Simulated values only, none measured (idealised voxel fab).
The document below concerns the process module designated voxel wiring stack.
Cross-section cut: width 240 nm, square cells of 5 nm.
Reading order for cross-sections: top band down to bottom band. Underlying form: a grid of square cells. Band size: one or more rows of cells.
Each band's line starts with the height of the band's top and of its bottom, in nm. Then come its materials from left to right, each with its width in nm. One material with "throughout" fills the band from edge to edge. "empty" is empty space.
Note: height 0 marks the level under which the wafer is uniformly one material as received. Lowest band unbounded below, written "from 0 down".
Graded width ("30 to 40"): value in top row of band = first number; value in bottom row = second number; row-to-row change constant.
Key: "no alterations made" - step with no changed cell in the cross-section.
Listed in "Enclosed void list": every empty space of 8 or more cells without an open way to the top. Form: width x height at distance, the distance being from the left edge, all in nm.
Past the settings on a step's line: simulator remark, on that step.
Each step line may optionally specify "overlay nm", which for a step with a mask gives the rightward distance between the mask's planned place and where it lay, a negative value indicating the leftward direction.

The steps planned for the process are as follows:
1: RECEIVE [material Si]
2: CONFORMAL_DEP [material SiO2] [thk nm 15]
3: CONFORMAL_DEP [material SiN] [thk nm 5]
4: DIRECTIONAL_DEP [material SiO2] [thk nm 20]
5: MASKED_ETCH [tone open] [mask id METAL_1] [width nm 30] [pitch nm 50] [etch materials SiO2] [depth nm 20] [overlay nm 0]
6: MASKED_ETCH [tone open] [mask id METAL_1] [width nm 30] [pitch nm 50] [etch materials SiN] [depth nm 5] [overlay nm 0]
7: CONFORMAL_DEP [material TiN] [thk nm 5]
8: FILL_DEP [material Cu] [thk nm 5]
9: CMP [height nm 40]
10: CONFORMAL_DEP [material SiCN] [thk nm 5]
11: DIRECTIONAL_DEP [material SiO2] [thk nm 15]
12: PATTERN [tone open] [mask id PLUG_1] [material resist] [width nm 15] [pitch nm 50] [thk nm 15] [overlay nm 0]
13: DIRECTIONAL_ETCH [etch materials SiO2] [depth nm 15]
14: DIRECTIONAL_ETCH [etch materials SiCN] [depth nm 5]
15: STRIP [etch materials resist]
16: CONFORMAL_DEP [material TiN] [thk nm 5]
17: FILL_DEP [material Ru] [thk nm 5]
18: CMP [height nm 60]
19: DIRECTIONAL_DEP [material TiN] [thk nm 5]
20: DIRECTIONAL_DEP [material Ru] [thk nm 20]
21: DIRECTIONAL_DEP [material aC] [thk nm 10]
22: PATTERN [tone cover] [mask id METAL_2] [material resist] [width nm 30] [pitch nm 50] [thk nm 25] [overlay nm 0]
23: DIRECTIONAL_ETCH [etch materials aC] [depth nm 10]
24: STRIP [etch materials resist]
25: DIRECTIONAL_ETCH [etch materials Ru] [depth nm 20]
26: DIRECTIONAL_ETCH [etch materials TiN] [depth nm 5]
27: STRIP [etch materials aC]
28: CONFORMAL_DEP [material SiCN] [thk nm 5]
29: FILL_DEP [material lowk] [thk nm 5]
30: CMP [height nm 85]
31: CONFORMAL_DEP [material SiCN] [thk nm 5]
32: DIRECTIONAL_DEP [material SiO2] [thk nm 30]
33: PATTERN [tone open] [mask id METAL_3_HOLES] [material resist] [width nm 15] [pitch nm 100] [thk nm 15] [overlay nm 0]
34: DIRECTIONAL_ETCH [etch materials SiO2] [depth nm 30]
35: STRIP [etch materials resist]
36: PATTERN [tone open] [mask id METAL_3] [material resist] [width nm 30] [pitch nm 50] [thk nm 20] [overlay nm 0]
37: DIRECTIONAL_ETCH [etch materials SiO2] [depth nm 20]
38: DIRECTIONAL_ETCH [etch materials SiCN] [depth nm 5]
39: STRIP [etch materials resist]
40: CONFORMAL_DEP [material TiN] [thk nm 5]
41: FILL_DEP [material Cu] [thk nm 10]
42: CMP [height nm 120]
43: CONFORMAL_DEP [material SiCN] [thk nm 5]

Wafer cross-section on receipt, i.e. after step 1:
* from 0 down = Si throughout
* Enclosed void list: none

Run as planned - first of the two wafers cross-sectioned at the end of the module:
* from 125 to 120 = SiCN throughout
* from 120 to 105 = SiO2 30, then TiN 5, then Cu 20, then TiN 5, then SiO2 20, then TiN 5, then Cu 20, then TiN 5, then SiO2 20, then TiN 5, then Cu 20, then TiN 5, then SiO2 20, then TiN 5, then Cu 20, then TiN 5, then SiO2 30
* from 105 to 100 = SiO2 30, then TiN 5, then Cu 5, then TiN 20, then SiO2 20, then TiN 30, then SiO2 20, then TiN 5, then Cu 5, then TiN 20, then SiO2 20, then TiN 30, then SiO2 30
* from 100 to 90 = SiO2 30, then TiN 5, then Cu 5, then TiN 5, then SiO2 85, then TiN 5, then Cu 5, then TiN 5, then SiO2 95
* from 90 to 85 = SiCN 30, then TiN 15, then SiCN 85, then TiN 15, then SiCN 95
* from 85 to 65 = lowk 25, then SiCN 5, then Ru 30, then SiCN 5, then lowk 10, then SiCN 5, then Ru 30, then SiCN 5, then lowk 10, then SiCN 5, then Ru 30, then SiCN 5, then lowk 10, then SiCN 5, then Ru 30, then SiCN 5, then lowk 25
* from 65 to 60 = SiCN 30, then TiN 30, then SiCN 20, then TiN 30, then SiCN 20, then TiN 30, then SiCN 20, then TiN 30, then SiCN 30
* from 60 to 45 = SiO2 30, then TiN 5, then Ru 5, then TiN 5, then SiO2 35, then TiN 5, then Ru 5, then TiN 5, then SiO2 35, then TiN 5, then Ru 5, then TiN 5, then SiO2 35, then TiN 5, then Ru 5, then TiN 5, then SiO2 45
* from 45 to 40 = SiCN 30, then TiN 15, then SiCN 35, then TiN 15, then SiCN 35, then TiN 15, then SiCN 35, then TiN 15, then SiCN 45
* from 40 to 20 = SiO2 30, then TiN 5, then Cu 20, then TiN 5, then SiO2 20, then TiN 5, then Cu 20, then TiN 5, then SiO2 20, then TiN 5, then Cu 20, then TiN 5, then SiO2 20, then TiN 5, then Cu 20, then TiN 5, then SiO2 30
* from 20 to 15 = SiN 30, then TiN 30, then SiN 20, then TiN 30, then SiN 20, then TiN 30, then SiN 20, then TiN 30, then SiN 30
* from 15 to 0 = SiO2 throughout
* from 0 down = Si throughout
* Enclosed void list: none

Module end: cross-section of wafer two of two. Same start and process plan as the first wafer. One mistake during execution:
* from 125 to 120 = SiCN throughout
* from 120 to 105 = SiO2 30, then TiN 5, then Cu 20, then TiN 5, then SiO2 20, then TiN 5, then Cu 20, then TiN 5, then SiO2 20, then TiN 5, then Cu 20, then TiN 5, then SiO2 20, then TiN 5, then Cu 20, then TiN 5, then SiO2 30
* from 105 to 100 = SiO2 30, then TiN 5, then Cu 5, then TiN 20, then SiO2 20, then TiN 30, then SiO2 20, then TiN 5, then Cu 5, then TiN 20, then SiO2 20, then TiN 30, then SiO2 30
* from 100 to 90 = SiO2 30, then TiN 5, then Cu 5, then TiN 5, then SiO2 85, then TiN 5, then Cu 5, then TiN 5, then SiO2 95
* from 90 to 85 = SiCN 30, then TiN 15, then SiCN 85, then TiN 15, then SiCN 95
* from 85 to 65 = lowk 25, then SiCN 5, then Ru 30, then SiCN 5, then lowk 10, then SiCN 5, then Ru 30, then SiCN 5, then lowk 10, then SiCN 5, then Ru 30, then SiCN 5, then lowk 10, then SiCN 5, then Ru 30, then SiCN 5, then lowk 25
* from 65 to 60 = SiCN 30, then TiN 30, then SiCN 20, then TiN 30, then SiCN 20, then TiN 30, then SiCN 20, then TiN 30, then SiCN 30
* from 60 to 45 = SiO2 30, then TiN 5, then Ru 5, then TiN 5, then SiO2 35, then TiN 5, then Ru 5, then TiN 5, then SiO2 35, then TiN 5, then Ru 5, then TiN 5, then SiO2 35, then TiN 5, then Ru 5, then TiN 5, then SiO2 45
* from 45 to 40 = SiCN 30, then TiN 15, then SiCN 35, then TiN 15, then SiCN 35, then TiN 15, then SiCN 35, then TiN 15, then SiCN 45
* from 40 to 25 = Cu 25, then TiN 5, then SiO2 30, then TiN 5, then Cu 10, then TiN 5, then SiO2 30, then TiN 5, then Cu 10, then TiN 5, then SiO2 30, then TiN 5, then Cu 10, then TiN 5, then SiO2 30, then TiN 5, then Cu 25
* from 25 to 20 = TiN 30, then SiO2 30, then TiN 20, then SiO2 30, then TiN 20, then SiO2 30, then TiN 20, then SiO2 30, then TiN 30
* from 20 to 15 = SiN throughout
* from 15 to 0 = SiO2 throughout
* from 0 down = Si throughout
* Enclosed void list: none
Error vs. plan: step 5 off recipe, ran as MASKED_ETCH [tone cover] [mask id METAL_1] [width nm 30] [pitch nm 50] [etch materials SiO2] [depth nm 20] [overlay nm 0]
Once processing is complete, comparing cell counts shows that the second wafer has more or fewer of certain materials than the first: 16 fewer of Cu, 24 more of SiN, 8 fewer of TiN
